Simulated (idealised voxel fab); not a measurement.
process module | voxel released beams
Square cells of 5 nm make up the cross-section cut, whose width is 245 nm.
Cross-sections here: square-cell grids, written as top-down lists of bands, a band being one or more rows of cells. Band: top and bottom heights (nm) first, top before bottom; then materials from left to right, widths in nm. "full width" marks a sole material filling the band edge to edge. "air" denotes empty space. Convention: height 0 is the level below which the wafer, as received, is all one material. The lowest band does not terminate at the bottom but continues downward, represented as "0..down". Graded width ("30 to 40"): value in top row of band = first number; value in bottom row = second number; row-to-row change constant. When a step is marked "stayed the same", none of the cells in the cross-section changed during that step. Basically, "Fully sealed voids" tells you about the enclosed voids: empty spaces with no open way to the top, 8 cells or bigger, each written width x height at distance, where distance is from the left edge, all in nm. Text after the settings on a step's line: the simulator's own remark on that step. When a step includes a mask, the "overlay nm" setting on its line states how far to the right of its planned place that mask lay, and negative values state how far to the left.
**This section lists the process steps that were planned**
1) RECEIVE with material Si
2) CONFORMAL_DEP with material Al2O3, thk nm 5
3) DIRECTIONAL_DEP with material SiO2, thk nm 15
4) PATTERN with tone open, mask id ANCHOR, material resist, width nm 45, thk nm 15, overlay nm 0
5) DIRECTIONAL_ETCH with etch materials SiO2, depth nm 15
6) STRIP with etch materials resist
7) CONFORMAL_DEP with material W, thk nm 15
8) PATTERN with tone cover, mask id BEAM, material resist, width nm 105, thk nm 20, overlay nm 0
9) DIRECTIONAL_ETCH with etch materials W, depth nm 15
10) STRIP with etch materials resist
11) STRIP with etch materials SiO2
**Shown in cross-section is the wafer as received, that is, as it stands after step 1**
* 0..down = Si full width
* Fully sealed voids: none
**The plan above was carried out on the starting structure above with one mistake, and this cross-section shows the wafer at the end of the module**
* 20..5 = SiO2 70 nm, then air 45 nm, then SiO2 130 nm
* 5..0 = Al2O3 full width
* 0..down = Si full width
* Fully sealed voids: none
Here's what went sideways: heads up, step 11 didn't go per plan, it actually ran as STRIP with etch materials W
